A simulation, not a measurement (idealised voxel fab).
The document below concerns the process module designated voxel local oxidation.
Displayed cross-section: cut, width of 190 nm, square cells sized 5 nm.
In this document a cross-section is written as a grid of square cells. It is given as a series of bands, listed from the top down, and a band is one or more rows of cells.
Band: top and bottom heights (nm) first, top before bottom; then materials from left to right, widths in nm. "everywhere" marks a sole material filling the band edge to edge. "empty" denotes empty space.
Beneath 0, the wafer as received is one material, and that level is where height counting begins. The lowest band goes on downward without a bottom; it is written like "z 0 and below".
Per-row width for "30->40": begins at first number (top row of band), ends at second number (bottom row), increment between rows held constant.
"stayed the same" for a step: no cell of the cross-section changed in that step.
Sealed cavities: empty space of 8 cells or more with no open way to the top, each as width x height at its distance from the left edge, in nm
That trailing text on a step's line, after the settings, is the simulator's own remark on the step.
A step's line can hold "overlay nm"; with a mask on that step, the setting says how far right of the planned place the mask lay, while a negative setting says it lay to the left.

PROCESS STEPS (PLANNED)
step 1: RECEIVE,material Si
step 2: CONFORMAL_DEP,material SiO2,thk nm 5
step 3: CONFORMAL_DEP,material SiN,thk nm 15
step 4: MASKED_ETCH,tone cover,mask id ACTIVE,width nm 105,etch materials SiN,depth nm 15,overlay nm 0
step 5: SELECTIVE_ETCH,etch materials SiO2,depth nm 5
step 6: OXIDIZE,depth nm 10
step 7: STRIP,etch materials SiN

THE FOLLOWING PERTAINS TO THE FIRST OF TWO WAFERS, WHICH WAS PROCESSED AS PLANNED

RECEIVED-STATE CROSS-SECTION, REFLECTING COMPLETION OF STEP 1
- z 0 and below  Si everywhere
- Sealed cavities: none

YOU'RE LOOKING AT A CROSS-SECTION OF THE WAFER AFTER STEP 2
- z 5 to 0  SiO2 everywhere
- For the remainder of the cross-section, below 0, there is no change.

YOU'RE LOOKING AT A CROSS-SECTION OF THE WAFER AFTER STEP 3
- z 20 to 5  SiN everywhere
- For the remainder of the cross-section, below 5, there is no change.

YOU'RE LOOKING AT A CROSS-SECTION OF THE WAFER AFTER STEP 4
- z 20 to 5  40 nm empty, 105 nm SiN, 45 nm empty
- For the remainder of the cross-section, below 5, there is no change.

YOU'RE LOOKING AT A CROSS-SECTION OF THE WAFER AFTER STEP 5
- z 20 to 5  40 nm empty, 105 nm SiN, 45 nm empty
- z 5 to 0  45 nm empty, 95 nm SiO2, 50 nm empty
- For the remainder of the cross-section, below 0, there is no change.

YOU'RE LOOKING AT A CROSS-SECTION OF THE WAFER AFTER STEP 6
- z 20 to 5  40 nm empty, 105 nm SiN, 45 nm empty
- z 5 to 0  45 nm empty, 95 nm SiO2, 50 nm empty
- z 0 to -10  55 nm SiO2, 75 nm Si, 60 nm SiO2
- For the remainder of the cross-section, below -10, there is no change.

YOU'RE LOOKING AT A CROSS-SECTION OF THE WAFER AFTER STEP 7
- z 5 to 0  45 nm empty, 95 nm SiO2, 50 nm empty
- For the remainder of the cross-section, below 0, there is no change.

THE REMAINING WAFER, SECOND OF THE TWO, STARTED LIKE THE FIRST AND WAS RUN TO THE SAME PLAN, EXCEPT THAT ONE MISTAKE WAS MADE ALONG THE WAY; THE TWO COINCIDE THROUGH STEP 3, INCLUSIVE

WHEN STEP 4 SHOULD HAVE ENDED
- z 20 to 5  35 nm empty, 115 nm SiN, 40 nm empty
- For the remainder of the cross-section, below 5, there is no change.

WHEN STEP 5 SHOULD HAVE ENDED
- z 20 to 5  35 nm empty, 115 nm SiN, 40 nm empty
- z 5 to 0  40 nm empty, 105 nm SiO2, 45 nm empty
- For the remainder of the cross-section, below 0, there is no change.

WHEN STEP 6 SHOULD HAVE ENDED
- z 20 to 5  35 nm empty, 115 nm SiN, 40 nm empty
- z 5 to 0  40 nm empty, 105 nm SiO2, 45 nm empty
- z 0 to -10  50 nm SiO2, 85 nm Si, 55 nm SiO2
- For the remainder of the cross-section, below -10, there is no change.

WHEN STEP 7 SHOULD HAVE ENDED
- z 5 to 0  40 nm empty, 105 nm SiO2, 45 nm empty
- For the remainder of the cross-section, below 0, there is no change.
What broke from the plan during processing? step 4 was processed under conditions differing from the plan, specifically as MASKED_ETCH,tone cover,mask id ACTIVE,width nm 115,etch materials SiN,depth nm 15,overlay nm 0
Counted in cells at the end, the second wafer holds more or fewer of these materials than the first: 4 more of Si, 2 fewer of SiO2
